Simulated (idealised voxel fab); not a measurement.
The document below concerns the process module designated voxel fin reveal.
Cross-section cut spans 150 nm and uses square cells 5 nm in size.
If you're reading a cross-section in this doc, picture square cells in a grid; it comes to you as bands, top ones listed first down to the bottom, and a band can be one or more rows of cells. Heights first: top, then bottom, in nm. Then materials, left to right, each with a width in nm. "edge to edge" on a single material: fills the band edge to edge. "blank": empty space. Measure heights from 0. That's the level where, below it, the as-received wafer is all one material. The lowest band is bottomless and extends downward; write it as in "0 down". The width entry "30..40" should be interpreted row by row: the top row of cells in the band takes the first number, the bottom row takes the second number, and the change between adjacent rows is uniform throughout. Basically "nothing different" means that step didn't change any cell in the cross-section. Listed in "Closed void register": every empty space of 8 or more cells without an open way to the top. Form: width x height at distance, the distance being from the left edge, all in nm. Formally, on a step line, whatever follows the settings is a remark that the simulator itself makes on the step. You can add "overlay nm" to a step's line. For a step with a mask, it describes how far the mask lay to the right of its planned position, and a negative number describes a lay to the left. How should the pairs below be read? Each gives the cross-section before one process step and the cross-section after it, the latter drawn only to the lowest band that changed; the step that lies between them, with its settings, appears under the pair. Does a pair pick up where the pair above left off? Only where its entry headed "Before processing" says so, since pairs can come from different runs of this module on the same starting wafer.
Before processing
* 0 down | Si edge to edge
* Closed void register: none
As Processed
* 10 to 0 | SiN edge to edge
* Below 0 it's all the same as before, nothing changed down there.
* Closed void register: none
The structure goes from the before cross-section above to the after cross-section through CONFORMAL_DEP | material SiN | thk nm 10
Before processing: taken from the pair above, after panel.
As Processed
* 25 to 10 | aC edge to edge
* Below 10 it's all the same as before, nothing changed down there.
* Closed void register: none
The structure goes from the before cross-section above to the after cross-section through DIRECTIONAL_DEP | material aC | thk nm 15
Before processing: taken from the pair above, after panel.
As Processed
* 55 to 25 | 25 nm blank | 15 nm resist | 25 nm blank | 15 nm resist | 25 nm blank | 15 nm resist | 30 nm blank
* Below 25 it's all the same as before, nothing changed down there.
* Closed void register: none
The structure goes from the before cross-section above to the after cross-section through PATTERN | tone cover | mask id FINS | material resist | width nm 15 | pitch nm 40 | thk nm 30 | overlay nm 0
Before processing: taken from the pair above, after panel.
As Processed
* 40 to 25 | 25 nm blank | 15 nm resist | 25 nm blank | 15 nm resist | 25 nm blank | 15 nm resist | 30 nm blank
* 25 to 10 | 25 nm blank | 15 nm aC | 25 nm blank | 15 nm aC | 25 nm blank | 15 nm aC | 30 nm blank
* Below 10 it's all the same as before, nothing changed down there.
* Closed void register: none
The structure goes from the before cross-section above to the after cross-section through DIRECTIONAL_ETCH | etch materials aC | depth nm 15
Before processing: taken from the pair above, after panel.
As Processed
* 25 to 10 | 25 nm blank | 15 nm aC | 25 nm blank | 15 nm aC | 25 nm blank | 15 nm aC | 30 nm blank
* Below 10 it's all the same as before, nothing changed down there.
* Closed void register: none
The structure goes from the before cross-section above to the after cross-section through STRIP | etch materials resist
Before processing: taken from the pair above, after panel.
As Processed
* 25 to 10 | 25 nm blank | 15 nm aC | 25 nm blank | 15 nm aC | 25 nm blank | 15 nm aC | 30 nm blank
* 10 to 0 | 25 nm blank | 15 nm SiN | 25 nm blank | 15 nm SiN | 25 nm blank | 15 nm SiN | 30 nm blank
* Below 0 it's all the same as before, nothing changed down there.
* Closed void register: none
The structure goes from the before cross-section above to the after cross-section through DIRECTIONAL_ETCH | etch materials SiN | depth nm 10
Before processing: taken from the pair above, after panel.
As Processed
* 25 to 10 | 25 nm blank | 15 nm aC | 25 nm blank | 15 nm aC | 25 nm blank | 15 nm aC | 30 nm blank
* 10 to 0 | 25 nm blank | 15 nm SiN | 25 nm blank | 15 nm SiN | 25 nm blank | 15 nm SiN | 30 nm blank
* 0 to -40 | 25 nm blank | 15 nm Si | 25 nm blank | 15 nm Si | 25 nm blank | 15 nm Si | 30 nm blank
* Below -40 it's all the same as before, nothing changed down there.
* Closed void register: none
The structure goes from the before cross-section above to the after cross-section through DIRECTIONAL_ETCH | etch materials Si | depth nm 40
Before processing: taken from the pair above, after panel.
As Processed
* 10 to 0 | 25 nm blank | 15 nm SiN | 25 nm blank | 15 nm SiN | 25 nm blank | 15 nm SiN | 30 nm blank
* Below 0 it's all the same as before, nothing changed down there.
* Closed void register: none
The structure goes from the before cross-section above to the after cross-section through STRIP | etch materials aC
Before processing: taken from the pair above, after panel.
As Processed
* 10 to 0 | 25 nm blank | 15 nm SiN | 25 nm blank | 15 nm SiN | 25 nm blank | 15 nm SiN | 30 nm blank
* 0 to -40 | 25 nm blank | 5 nm SiO2 | 5 nm Si | 5 nm SiO2 | 25 nm blank | 5 nm SiO2 | 5 nm Si | 5 nm SiO2 | 25 nm blank | 5 nm SiO2 | 5 nm Si | 5 nm SiO2 | 30 nm blank
* -40 to -45 | 30 nm SiO2 | 5 nm Si | 35 nm SiO2 | 5 nm Si | 35 nm SiO2 | 5 nm Si | 35 nm SiO2
* Below -45 it's all the same as before, nothing changed down there.
* Closed void register: none
The structure goes from the before cross-section above to the after cross-section through OXIDIZE | depth nm 5
Before processing: taken from the pair above, after panel.
As Processed
* 25 to 10 | SiO2 edge to edge
* 10 to 0 | 25 nm SiO2 | 15 nm SiN | 25 nm SiO2 | 15 nm SiN | 25 nm SiO2 | 15 nm SiN | 30 nm SiO2
* 0 to -45 | 30 nm SiO2 | 5 nm Si | 35 nm SiO2 | 5 nm Si | 35 nm SiO2 | 5 nm Si | 35 nm SiO2
* Below -45 it's all the same as before, nothing changed down there.
* Closed void register: none
The structure goes from the before cross-section above to the after cross-section through FILL_DEP | material SiO2 | thk nm 15
Before processing: taken from the pair above, after panel.
As Processed
* 10 to 0 | 25 nm SiO2 | 15 nm SiN | 25 nm SiO2 | 15 nm SiN | 25 nm SiO2 | 15 nm SiN | 30 nm SiO2
* Below 0 it's all the same as before, nothing changed down there.
* Closed void register: none
The structure goes from the before cross-section above to the after cross-section through CMP | height nm 10
Before processing: taken from the pair above, after panel.
As Processed
* 10 to 0 | 25 nm blank | 15 nm SiN | 25 nm blank | 15 nm SiN | 25 nm blank | 15 nm SiN | 30 nm blank
* 0 to -25 | 30 nm blank | 5 nm Si | 35 nm blank | 5 nm Si | 35 nm blank | 5 nm Si | 35 nm blank
* Below -25 it's all the same as before, nothing changed down there.
* Closed void register: none
The structure goes from the before cross-section above to the after cross-section through SELECTIVE_ETCH | etch materials SiO2 | depth nm 35
Before processing: taken from the pair above, after panel.
As Processed
* 0 to -25 | 30 nm blank | 5 nm Si | 35 nm blank | 5 nm Si | 35 nm blank | 5 nm Si | 35 nm blank
* Below -25 it's all the same as before, nothing changed down there.
* Closed void register: none
The structure goes from the before cross-section above to the after cross-section through STRIP | etch materials SiN
Before processing
* 25 to 10 | SiO2 edge to edge
* 10 to 0 | 25 nm SiO2 | 15 nm SiN | 25 nm SiO2 | 15 nm SiN | 25 nm SiO2 | 15 nm SiN | 30 nm SiO2
* 0 to -45 | 30 nm SiO2 | 5 nm Si | 35 nm SiO2 | 5 nm Si | 35 nm SiO2 | 5 nm Si | 35 nm SiO2
* -45 down | Si edge to edge
* Closed void register: none
As Processed
* 10 to 0 | 25 nm blank | 15 nm SiN | 25 nm blank | 15 nm SiN | 25 nm blank | 15 nm SiN | 30 nm blank
* 0 to -10 | 30 nm blank | 5 nm Si | 35 nm blank | 5 nm Si | 35 nm blank | 5 nm Si | 35 nm blank
* Below -10 it's all the same as before, nothing changed down there.
* Closed void register: none
The structure goes from the before cross-section above to the after cross-section through SELECTIVE_ETCH | etch materials SiO2 | depth nm 35
Before processing: taken from the pair above, after panel.
As Processed
* 0 to -10 | 30 nm blank | 5 nm Si | 35 nm blank | 5 nm Si | 35 nm blank | 5 nm Si | 35 nm blank
* Below -10 it's all the same as before, nothing changed down there.
* Closed void register: none
The structure goes from the before cross-section above to the after cross-section through STRIP | etch materials SiN
Before processing
* 10 to 0 | 25 nm blank | 15 nm SiN | 25 nm blank | 15 nm SiN | 25 nm blank | 15 nm SiN | 30 nm blank
* 0 to -25 | 30 nm blank | 5 nm Si | 35 nm blank | 5 nm Si | 35 nm blank | 5 nm Si | 35 nm blank
* -25 to -45 | 30 nm SiO2 | 5 nm Si | 35 nm SiO2 | 5 nm Si | 35 nm SiO2 | 5 nm Si | 35 nm SiO2
* -45 down | Si edge to edge
* Closed void register: none
As Processed
* 10 to 0 | 25 nm blank | 15 nm SiN | 25 nm blank | 15 nm SiN | 25 nm blank | 15 nm SiN | 30 nm blank
* 0 to -45 | 30 nm blank | 5 nm Si | 35 nm blank | 5 nm Si | 35 nm blank | 5 nm Si | 35 nm blank
* Below -45 it's all the same as before, nothing changed down there.
* Closed void register: none
The structure goes from the before cross-section above to the after cross-section through SELECTIVE_ETCH | etch materials SiO2 | depth nm 35
Before processing: taken from the pair above, after panel.
As Processed
* 0 to -45 | 30 nm blank | 5 nm Si | 35 nm blank | 5 nm Si | 35 nm blank | 5 nm Si | 35 nm blank
* Below -45 it's all the same as before, nothing changed down there.
* Closed void register: none
The structure goes from the before cross-section above to the after cross-section through STRIP | etch materials SiN
Before processing
* 25 to 10 | 25 nm blank | 15 nm aC | 25 nm blank | 15 nm aC | 25 nm blank | 15 nm aC | 30 nm blank
* 10 to 0 | 25 nm blank | 15 nm SiN | 25 nm blank | 15 nm SiN | 25 nm blank | 15 nm SiN | 30 nm blank
* 0 down | Si edge to edge
* Closed void register: none
As Processed
* 10 to 0 | 25 nm blank | 15 nm SiN | 25 nm blank | 15 nm SiN | 25 nm blank | 15 nm SiN | 30 nm blank
* Below 0 it's all the same as before, nothing changed down there.
* Closed void register: none
The structure goes from the before cross-section above to the after cross-section through STRIP | etch materials aC
Before processing: taken from the pair above, after panel.
As Processed
* 10 to 0 | 25 nm blank | 15 nm SiN | 25 nm blank | 15 nm SiN | 25 nm blank | 15 nm SiN | 30 nm blank
* 0 to -40 | 25 nm blank | 15 nm Si | 25 nm blank | 15 nm Si | 25 nm blank | 15 nm Si | 30 nm blank
* Below -40 it's all the same as before, nothing changed down there.
* Closed void register: none
The structure goes from the before cross-section above to the after cross-section through DIRECTIONAL_ETCH | etch materials Si | depth nm 40
Before processing
* 25 to 10 | 25 nm blank | 15 nm aC | 25 nm blank | 15 nm aC | 25 nm blank | 15 nm aC | 30 nm blank
* 10 to 0 | 25 nm blank | 15 nm SiN | 25 nm blank | 15 nm SiN | 25 nm blank | 15 nm SiN | 30 nm blank
* 0 down | Si edge to edge
* Closed void register: none
As Processed
* 25 to 10 | 25 nm blank | 15 nm aC | 25 nm blank | 15 nm aC | 25 nm blank | 15 nm aC | 30 nm blank
* 10 to 0 | 25 nm blank | 15 nm SiN | 25 nm blank | 15 nm SiN | 25 nm blank | 15 nm SiN | 30 nm blank
* 0 to -50 | 25 nm blank | 15 nm Si | 25 nm blank | 15 nm Si | 25 nm blank | 15 nm Si | 30 nm blank
* Below -50 it's all the same as before, nothing changed down there.
* Closed void register: none
The structure goes from the before cross-section above to the after cross-section through DIRECTIONAL_ETCH | etch materials Si | depth nm 50
Before processing: taken from the pair above, after panel.
As Processed
* 10 to 0 | 25 nm blank | 15 nm SiN | 25 nm blank | 15 nm SiN | 25 nm blank | 15 nm SiN | 30 nm blank
* Below 0 it's all the same as before, nothing changed down there.
* Closed void register: none
The structure goes from the before cross-section above to the after cross-section through STRIP | etch materials aC
Before processing: taken from the pair above, after panel.
As Processed
* 10 to 0 | 25 nm blank | 15 nm SiN | 25 nm blank | 15 nm SiN | 25 nm blank | 15 nm SiN | 30 nm blank
* 0 to -50 | 25 nm blank | 5 nm SiO2 | 5 nm Si | 5 nm SiO2 | 25 nm blank | 5 nm SiO2 | 5 nm Si | 5 nm SiO2 | 25 nm blank | 5 nm SiO2 | 5 nm Si | 5 nm SiO2 | 30 nm blank
* -50 to -55 | 30 nm SiO2 | 5 nm Si | 35 nm SiO2 | 5 nm Si | 35 nm SiO2 | 5 nm Si | 35 nm SiO2
* Below -55 it's all the same as before, nothing changed down there.
* Closed void register: none
The structure goes from the before cross-section above to the after cross-section through OXIDIZE | depth nm 5
Before processing: taken from the pair above, after panel.
As Processed
* 25 to 10 | SiO2 edge to edge
* 10 to 0 | 25 nm SiO2 | 15 nm SiN | 25 nm SiO2 | 15 nm SiN | 25 nm SiO2 | 15 nm SiN | 30 nm SiO2
* 0 to -55 | 30 nm SiO2 | 5 nm Si | 35 nm SiO2 | 5 nm Si | 35 nm SiO2 | 5 nm Si | 35 nm SiO2
* Below -55 it's all the same as before, nothing changed down there.
* Closed void register: none
The structure goes from the before cross-section above to the after cross-section through FILL_DEP | material SiO2 | thk nm 15
Before processing: taken from the pair above, after panel.
As Processed
* 10 to 0 | 25 nm SiO2 | 15 nm SiN | 25 nm SiO2 | 15 nm SiN | 25 nm SiO2 | 15 nm SiN | 30 nm SiO2
* Below 0 it's all the same as before, nothing changed down there.
* Closed void register: none
The structure goes from the before cross-section above to the after cross-section through CMP | height nm 10
Before processing: taken from the pair above, after panel.
As Processed
* 10 to 0 | 25 nm blank | 15 nm SiN | 25 nm blank | 15 nm SiN | 25 nm blank | 15 nm SiN | 30 nm blank
* 0 to -25 | 30 nm blank | 5 nm Si | 35 nm blank | 5 nm Si | 35 nm blank | 5 nm Si | 35 nm blank
* Below -25 it's all the same as before, nothing changed down there.
* Closed void register: none
The structure goes from the before cross-section above to the after cross-section through SELECTIVE_ETCH | etch materials SiO2 | depth nm 35
Before processing: taken from the pair above, after panel.
As Processed
* 0 to -25 | 30 nm blank | 5 nm Si | 35 nm blank | 5 nm Si | 35 nm blank | 5 nm Si | 35 nm blank
* Below -25 it's all the same as before, nothing changed down there.
* Closed void register: none
The structure goes from the before cross-section above to the after cross-section through STRIP | etch materials SiN
Before processing
* 25 to 10 | aC edge to edge
* 10 to 0 | SiN edge to edge
* 0 down | Si edge to edge
* Closed void register: none
As Processed
* 55 to 25 | 25 nm blank | 20 nm resist | 20 nm blank | 20 nm resist | 20 nm blank | 20 nm resist | 25 nm blank
* Below 25 it's all the same as before, nothing changed down there.
* Closed void register: none
The structure goes from the before cross-section above to the after cross-section through PATTERN | tone cover | mask id FINS | material resist | width nm 20 | pitch nm 40 | thk nm 30 | overlay nm 0
Before processing: taken from the pair above, after panel.
As Processed
* 40 to 25 | 25 nm blank | 20 nm resist | 20 nm blank | 20 nm resist | 20 nm blank | 20 nm resist | 25 nm blank
* 25 to 10 | 25 nm blank | 20 nm aC | 20 nm blank | 20 nm aC | 20 nm blank | 20 nm aC | 25 nm blank
* Below 10 it's all the same as before, nothing changed down there.
* Closed void register: none
The structure goes from the before cross-section above to the after cross-section through DIRECTIONAL_ETCH | etch materials aC | depth nm 15
Before processing: taken from the pair above, after panel.
As Processed
* 25 to 10 | 25 nm blank | 20 nm aC | 20 nm blank | 20 nm aC | 20 nm blank | 20 nm aC | 25 nm blank
* Below 10 it's all the same as before, nothing changed down there.
* Closed void register: none
The structure goes from the before cross-section above to the after cross-section through STRIP | etch materials resist
Before processing: taken from the pair above, after panel.
As Processed
* 25 to 10 | 25 nm blank | 20 nm aC | 20 nm blank | 20 nm aC | 20 nm blank | 20 nm aC | 25 nm blank
* 10 to 0 | 25 nm blank | 20 nm SiN | 20 nm blank | 20 nm SiN | 20 nm blank | 20 nm SiN | 25 nm blank
* Below 0 it's all the same as before, nothing changed down there.
* Closed void register: none
The structure goes from the before cross-section above to the after cross-section through DIRECTIONAL_ETCH | etch materials SiN | depth nm 10
Before processing: taken from the pair above, after panel.
As Processed
* 25 to 10 | 25 nm blank | 20 nm aC | 20 nm blank | 20 nm aC | 20 nm blank | 20 nm aC | 25 nm blank
* 10 to 0 | 25 nm blank | 20 nm SiN | 20 nm blank | 20 nm SiN | 20 nm blank | 20 nm SiN | 25 nm blank
* 0 to -40 | 25 nm blank | 20 nm Si | 20 nm blank | 20 nm Si | 20 nm blank | 20 nm Si | 25 nm blank
* Below -40 it's all the same as before, nothing changed down there.
* Closed void register: none
The structure goes from the before cross-section above to the after cross-section through DIRECTIONAL_ETCH | etch materials Si | depth nm 40
Before processing: taken from the pair above, after panel.
As Processed
* 10 to 0 | 25 nm blank | 20 nm SiN | 20 nm blank | 20 nm SiN | 20 nm blank | 20 nm SiN | 25 nm blank
* Below 0 it's all the same as before, nothing changed down there.
* Closed void register: none
The structure goes from the before cross-section above to the after cross-section through STRIP | etch materials aC
Before processing: taken from the pair above, after panel.
As Processed
* 10 to 0 | 25 nm blank | 20 nm SiN | 20 nm blank | 20 nm SiN | 20 nm blank | 20 nm SiN | 25 nm blank
* 0 to -40 | 25 nm blank | 5 nm SiO2 | 10 nm Si | 5 nm SiO2 | 20 nm blank | 5 nm SiO2 | 10 nm Si | 5 nm SiO2 | 20 nm blank | 5 nm SiO2 | 10 nm Si | 5 nm SiO2 | 25 nm blank
* -40 to -45 | 30 nm SiO2 | 10 nm Si | 30 nm SiO2 | 10 nm Si | 30 nm SiO2 | 10 nm Si | 30 nm SiO2
* Below -45 it's all the same as before, nothing changed down there.
* Closed void register: none
The structure goes from the before cross-section above to the after cross-section through OXIDIZE | depth nm 5
Before processing: taken from the pair above, after panel.
As Processed
* 25 to 10 | SiO2 edge to edge
* 10 to 0 | 25 nm SiO2 | 20 nm SiN | 20 nm SiO2 | 20 nm SiN | 20 nm SiO2 | 20 nm SiN | 25 nm SiO2
* 0 to -45 | 30 nm SiO2 | 10 nm Si | 30 nm SiO2 | 10 nm Si | 30 nm SiO2 | 10 nm Si | 30 nm SiO2
* Below -45 it's all the same as before, nothing changed down there.
* Closed void register: none
The structure goes from the before cross-section above to the after cross-section through FILL_DEP | material SiO2 | thk nm 15
Before processing: taken from the pair above, after panel.
As Processed
* 10 to 0 | 25 nm SiO2 | 20 nm SiN | 20 nm SiO2 | 20 nm SiN | 20 nm SiO2 | 20 nm SiN | 25 nm SiO2
* Below 0 it's all the same as before, nothing changed down there.
* Closed void register: none
The structure goes from the before cross-section above to the after cross-section through CMP | height nm 10
Before processing: taken from the pair above, after panel.
As Processed
* 10 to 0 | 25 nm blank | 20 nm SiN | 20 nm blank | 20 nm SiN | 20 nm blank | 20 nm SiN | 25 nm blank
* 0 to -25 | 30 nm blank | 10 nm Si | 30 nm blank | 10 nm Si | 30 nm blank | 10 nm Si | 30 nm blank
* Below -25 it's all the same as before, nothing changed down there.
* Closed void register: none
The structure goes from the before cross-section above to the after cross-section through SELECTIVE_ETCH | etch materials SiO2 | depth nm 35
Before processing: taken from the pair above, after panel.
As Processed
* 0 to -25 | 30 nm blank | 10 nm Si | 30 nm blank | 10 nm Si | 30 nm blank | 10 nm Si | 30 nm blank
* Below -25 it's all the same as before, nothing changed down there.
* Closed void register: none
The structure goes from the before cross-section above to the after cross-section through STRIP | etch materials SiN
Before processing
* 25 to 10 | aC edge to edge
* 10 to 0 | SiN edge to edge
* 0 down | Si edge to edge
* Closed void register: none
As Processed
* 55 to 25 | 30 nm blank | 15 nm resist | 25 nm blank | 15 nm resist | 25 nm blank | 15 nm resist | 25 nm blank
* Below 25 it's all the same as before, nothing changed down there.
* Closed void register: none
The structure goes from the before cross-section above to the after cross-section through PATTERN | tone cover | mask id FINS | material resist | width nm 15 | pitch nm 40 | thk nm 30 | overlay nm 5
Before processing: taken from the pair above, after panel.
As Processed
* 40 to 25 | 30 nm blank | 15 nm resist | 25 nm blank | 15 nm resist | 25 nm blank | 15 nm resist | 25 nm blank
* 25 to 10 | 30 nm blank | 15 nm aC | 25 nm blank | 15 nm aC | 25 nm blank | 15 nm aC | 25 nm blank
* Below 10 it's all the same as before, nothing changed down there.
* Closed void register: none
The structure goes from the before cross-section above to the after cross-section through DIRECTIONAL_ETCH | etch materials aC | depth nm 15
Before processing: taken from the pair above, after panel.
As Processed
* 25 to 10 | 30 nm blank | 15 nm aC | 25 nm blank | 15 nm aC | 25 nm blank | 15 nm aC | 25 nm blank
* Below 10 it's all the same as before, nothing changed down there.
* Closed void register: none
The structure goes from the before cross-section above to the after cross-section through STRIP | etch materials resist
Before processing: taken from the pair above, after panel.
As Processed
* 25 to 10 | 30 nm blank | 15 nm aC | 25 nm blank | 15 nm aC | 25 nm blank | 15 nm aC | 25 nm blank
* 10 to 0 | 30 nm blank | 15 nm SiN | 25 nm blank | 15 nm SiN | 25 nm blank | 15 nm SiN | 25 nm blank
* Below 0 it's all the same as before, nothing changed down there.
* Closed void register: none
The structure goes from the before cross-section above to the after cross-section through DIRECTIONAL_ETCH | etch materials SiN | depth nm 10
Before processing: taken from the pair above, after panel.
As Processed
* 25 to 10 | 30 nm blank | 15 nm aC | 25 nm blank | 15 nm aC | 25 nm blank | 15 nm aC | 25 nm blank
* 10 to 0 | 30 nm blank | 15 nm SiN | 25 nm blank | 15 nm SiN | 25 nm blank | 15 nm SiN | 25 nm blank
* 0 to -40 | 30 nm blank | 15 nm Si | 25 nm blank | 15 nm Si | 25 nm blank | 15 nm Si | 25 nm blank
* Below -40 it's all the same as before, nothing changed down there.
* Closed void register: none
The structure goes from the before cross-section above to the after cross-section through DIRECTIONAL_ETCH | etch materials Si | depth nm 40
Before processing: taken from the pair above, after panel.
As Processed
* 10 to 0 | 30 nm blank | 15 nm SiN | 25 nm blank | 15 nm SiN | 25 nm blank | 15 nm SiN | 25 nm blank
* Below 0 it's all the same as before, nothing changed down there.
* Closed void register: none
The structure goes from the before cross-section above to the after cross-section through STRIP | etch materials aC
Before processing: taken from the pair above, after panel.
As Processed
* 10 to 0 | 30 nm blank | 15 nm SiN | 25 nm blank | 15 nm SiN | 25 nm blank | 15 nm SiN | 25 nm blank
* 0 to -40 | 30 nm blank | 5 nm SiO2 | 5 nm Si | 5 nm SiO2 | 25 nm blank | 5 nm SiO2 | 5 nm Si | 5 nm SiO2 | 25 nm blank | 5 nm SiO2 | 5 nm Si | 5 nm SiO2 | 25 nm blank
* -40 to -45 | 35 nm SiO2 | 5 nm Si | 35 nm SiO2 | 5 nm Si | 35 nm SiO2 | 5 nm Si | 30 nm SiO2
* Below -45 it's all the same as before, nothing changed down there.
* Closed void register: none
The structure goes from the before cross-section above to the after cross-section through OXIDIZE | depth nm 5
Before processing: taken from the pair above, after panel.
As Processed
* 25 to 10 | SiO2 edge to edge
* 10 to 0 | 30 nm SiO2 | 15 nm SiN | 25 nm SiO2 | 15 nm SiN | 25 nm SiO2 | 15 nm SiN | 25 nm SiO2
* 0 to -45 | 35 nm SiO2 | 5 nm Si | 35 nm SiO2 | 5 nm Si | 35 nm SiO2 | 5 nm Si | 30 nm SiO2
* Below -45 it's all the same as before, nothing changed down there.
* Closed void register: none
The structure goes from the before cross-section above to the after cross-section through FILL_DEP | material SiO2 | thk nm 15
Before processing: taken from the pair above, after panel.
As Processed
* 10 to 0 | 30 nm SiO2 | 15 nm SiN | 25 nm SiO2 | 15 nm SiN | 25 nm SiO2 | 15 nm SiN | 25 nm SiO2
* Below 0 it's all the same as before, nothing changed down there.
* Closed void register: none
The structure goes from the before cross-section above to the after cross-section through CMP | height nm 10
Before processing: taken from the pair above, after panel.
As Processed
* 10 to 0 | 30 nm blank | 15 nm SiN | 25 nm blank | 15 nm SiN | 25 nm blank | 15 nm SiN | 25 nm blank
* 0 to -25 | 35 nm blank | 5 nm Si | 35 nm blank | 5 nm Si | 35 nm blank | 5 nm Si | 30 nm blank
* Below -25 it's all the same as before, nothing changed down there.
* Closed void register: none
The structure goes from the before cross-section above to the after cross-section through SELECTIVE_ETCH | etch materials SiO2 | depth nm 35
Before processing: taken from the pair above, after panel.
As Processed
* 0 to -25 | 35 nm blank | 5 nm Si | 35 nm blank | 5 nm Si | 35 nm blank | 5 nm Si | 30 nm blank
* Below -25 it's all the same as before, nothing changed down there.
* Closed void register: none
The structure goes from the before cross-section above to the after cross-section through STRIP | etch materials SiN
Before processing
* 10 to 0 | 25 nm blank | 15 nm SiN | 25 nm blank | 15 nm SiN | 25 nm blank | 15 nm SiN | 30 nm blank
* 0 to -25 | 30 nm blank | 5 nm Si | 35 nm blank | 5 nm Si | 35 nm blank | 5 nm Si | 35 nm blank
* -25 to -45 | 30 nm SiO2 | 5 nm Si | 35 nm SiO2 | 5 nm Si | 35 nm SiO2 | 5 nm Si | 35 nm SiO2
* -45 down | Si edge to edge
* Closed void register: none
As Processed
* 10 to 0 | 25 nm blank | 15 nm SiN | 25 nm blank | 15 nm SiN | 25 nm blank | 15 nm SiN | 30 nm blank
* 0 to -45 | 30 nm blank | 5 nm Si | 35 nm blank | 5 nm Si | 35 nm blank | 5 nm Si | 35 nm blank
* Below -45 it's all the same as before, nothing changed down there.
* Closed void register: none
The structure goes from the before cross-section above to the after cross-section through STRIP | etch materials SiO2
Before processing
* 25 to 10 | aC edge to edge
* 10 to 0 | SiN edge to edge
* 0 down | Si edge to edge
* Closed void register: none
As Processed
* 55 to 25 | 25 nm resist | 15 nm blank | 25 nm resist | 15 nm blank | 25 nm resist | 15 nm blank | 30 nm resist
* Below 25 it's all the same as before, nothing changed down there.
* Closed void register: none
The structure goes from the before cross-section above to the after cross-section through PATTERN | tone open | mask id FINS | material resist | width nm 15 | pitch nm 40 | thk nm 30 | overlay nm 0
Before processing: taken from the pair above, after panel.
As Processed
* 40 to 25 | 25 nm resist | 15 nm blank | 25 nm resist | 15 nm blank | 25 nm resist | 15 nm blank | 30 nm resist
* 25 to 10 | 25 nm aC | 15 nm blank | 25 nm aC | 15 nm blank | 25 nm aC | 15 nm blank | 30 nm aC
* Below 10 it's all the same as before, nothing changed down there.
* Closed void register: none
The structure goes from the before cross-section above to the after cross-section through DIRECTIONAL_ETCH | etch materials aC | depth nm 15
Before processing: taken from the pair above, after panel.
As Processed
* 25 to 10 | 25 nm aC | 15 nm blank | 25 nm aC | 15 nm blank | 25 nm aC | 15 nm blank | 30 nm aC
* Below 10 it's all the same as before, nothing changed down there.
* Closed void register: none
The structure goes from the before cross-section above to the after cross-section through STRIP | etch materials resist
Before processing: taken from the pair above, after panel.
As Processed
* 25 to 10 | 25 nm aC | 15 nm blank | 25 nm aC | 15 nm blank | 25 nm aC | 15 nm blank | 30 nm aC
* 10 to 0 | 25 nm SiN | 15 nm blank | 25 nm SiN | 15 nm blank | 25 nm SiN | 15 nm blank | 30 nm SiN
* Below 0 it's all the same as before, nothing changed down there.
* Closed void register: none
The structure goes from the before cross-section above to the after cross-section through DIRECTIONAL_ETCH | etch materials SiN | depth nm 10
Before processing: taken from the pair above, after panel.
As Processed
* 25 to 10 | 25 nm aC | 15 nm blank | 25 nm aC | 15 nm blank | 25 nm aC | 15 nm blank | 30 nm aC
* 10 to 0 | 25 nm SiN | 15 nm blank | 25 nm SiN | 15 nm blank | 25 nm SiN | 15 nm blank | 30 nm SiN
* 0 to -40 | 25 nm Si | 15 nm blank | 25 nm Si | 15 nm blank | 25 nm Si | 15 nm blank | 30 nm Si
* Below -40 it's all the same as before, nothing changed down there.
* Closed void register: none
The structure goes from the before cross-section above to the after cross-section through DIRECTIONAL_ETCH | etch materials Si | depth nm 40
Before processing: taken from the pair above, after panel.
As Processed
* 10 to 0 | 25 nm SiN | 15 nm blank | 25 nm SiN | 15 nm blank | 25 nm SiN | 15 nm blank | 30 nm SiN
* Below 0 it's all the same as before, nothing changed down there.
* Closed void register: none
The structure goes from the before cross-section above to the after cross-section through STRIP | etch materials aC
Before processing: taken from the pair above, after panel.
As Processed
* 10 to 0 | 25 nm SiN | 15 nm blank | 25 nm SiN | 15 nm blank | 25 nm SiN | 15 nm blank | 30 nm SiN
* 0 to -40 | 20 nm Si | 5 nm SiO2 | 15 nm blank | 5 nm SiO2 | 15 nm Si | 5 nm SiO2 | 15 nm blank | 5 nm SiO2 | 15 nm Si | 5 nm SiO2 | 15 nm blank | 5 nm SiO2 | 25 nm Si
* -40 to -45 | 20 nm Si | 25 nm SiO2 | 15 nm Si | 25 nm SiO2 | 15 nm Si | 25 nm SiO2 | 25 nm Si
* Below -45 it's all the same as before, nothing changed down there.
* Closed void register: none
The structure goes from the before cross-section above to the after cross-section through OXIDIZE | depth nm 5
Before processing: taken from the pair above, after panel.
As Processed
* 25 to 10 | SiO2 edge to edge
* 10 to 0 | 25 nm SiN | 15 nm SiO2 | 25 nm SiN | 15 nm SiO2 | 25 nm SiN | 15 nm SiO2 | 30 nm SiN
* 0 to -45 | 20 nm Si | 25 nm SiO2 | 15 nm Si | 25 nm SiO2 | 15 nm Si | 25 nm SiO2 | 25 nm Si
* Below -45 it's all the same as before, nothing changed down there.
* Closed void register: none
The structure goes from the before cross-section above to the after cross-section through FILL_DEP | material SiO2 | thk nm 15
Before processing: taken from the pair above, after panel.
As Processed
* 10 to 0 | 25 nm SiN | 15 nm SiO2 | 25 nm SiN | 15 nm SiO2 | 25 nm SiN | 15 nm SiO2 | 30 nm SiN
* Below 0 it's all the same as before, nothing changed down there.
* Closed void register: none
The structure goes from the before cross-section above to the after cross-section through CMP | height nm 10
Before processing: taken from the pair above, after panel.
As Processed
* 10 to 0 | 25 nm SiN | 15 nm blank | 25 nm SiN | 15 nm blank | 25 nm SiN | 15 nm blank | 30 nm SiN
* 0 to -25 | 20 nm Si | 25 nm blank | 15 nm Si | 25 nm blank | 15 nm Si | 25 nm blank | 25 nm Si
* Below -25 it's all the same as before, nothing changed down there.
* Closed void register: none
The structure goes from the before cross-section above to the after cross-section through SELECTIVE_ETCH | etch materials SiO2 | depth nm 35
Before processing: taken from the pair above, after panel.
As Processed
* 0 to -25 | 20 nm Si | 25 nm blank | 15 nm Si | 25 nm blank | 15 nm Si | 25 nm blank | 25 nm Si
* Below -25 it's all the same as before, nothing changed down there.
* Closed void register: none
The structure goes from the before cross-section above to the after cross-section through STRIP | etch materials SiN
